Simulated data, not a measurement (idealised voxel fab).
Module name: voxel released beams (process module)
FYI the section here is cut, 220 nm wide, cells are 5 nm squares.
For the purposes of this document, a cross-section shall be understood as a grid of square cells, specified as bands listed in top-to-bottom order, each band consisting of one or more rows of cells. It is stipulated that each band's entry specify, in nanometres, the height of the top of the band and then that of its bottom, followed by the materials of the band in left-to-right sequence, each together with its width in nanometres. A single material marked by the word "everywhere" is understood to fill the band from edge to edge; the word "air" is understood to denote empty space. Ref level 0: as-received wafer is one material below here. Bottom band extends down with no lower bound ("0 nm and below"). Width: "30->40" (first number = top row, second number = bottom row, same change from row to row of cells). What does "remained the same" mean for a step? It means no cell of the cross-section changed in that step. "closed voids" lists enclosed empty spaces (at least 8 cells, no open path upward to the top), each as width x height at distance from the left edge, in nm. Read whatever lies past the settings on a step's line as the simulator's own remark about the step. The line of a step may include "overlay nm". On a step with a mask, this value is how far to the right of its planned place the mask lay. A negative value means the mask lay to the left.
-- Steps in the process plan
1 RECEIVE with material Si
2 CONFORMAL_DEP with material SiN, thk nm 5
3 DIRECTIONAL_DEP with material SiO2, thk nm 20
4 PATTERN with tone open, mask id ANCHOR, material resist, width nm 45, thk nm 20, overlay nm 0
5 DIRECTIONAL_ETCH with etch materials SiO2, depth nm 20
6 STRIP with etch materials resist
7 CONFORMAL_DEP with material W, thk nm 15
8 PATTERN with tone cover, mask id BEAM, material resist, width nm 95, thk nm 20, overlay nm 0
9 DIRECTIONAL_ETCH with etch materials W, depth nm 15
10 STRIP with etch materials resist
11 STRIP with etch materials SiO2
-- Incoming wafer in cross-section (state: after step 1)
* 0 nm and below = Si everywhere
* closed voids: none
-- Cross-section: first of two wafers, module finished, run according to plan
* 40 nm to 25 nm = 60 of air; 20 of W; 15 of air; 60 of W; 65 of air
* 25 nm to 20 nm = 65 of air; 15 of W; 15 of air; 15 of W; 110 of air
* 20 nm to 5 nm = 65 of air; 45 of W; 110 of air
* 5 nm to 0 nm = SiN everywhere
* 0 nm and below = Si everywhere
* closed voids: none
-- Cross-sectional view of the second of two wafers upon completion of the module. This wafer shared its starting condition and process plan with the first; one error was made during its execution
* 40 nm to 25 nm = 60 of air; 95 of W; 65 of air
* 25 nm to 20 nm = SiN everywhere
* 20 nm to 0 nm = SiO2 everywhere
* 0 nm and below = Si everywhere
* closed voids: none
What was done differently from what was planned? step 3 occupied the plan position of step 2, and the converse holds as well
Heads up, by the end the second wafer has more or fewer cells of some materials compared to the first: +176 SiO2, -24 W
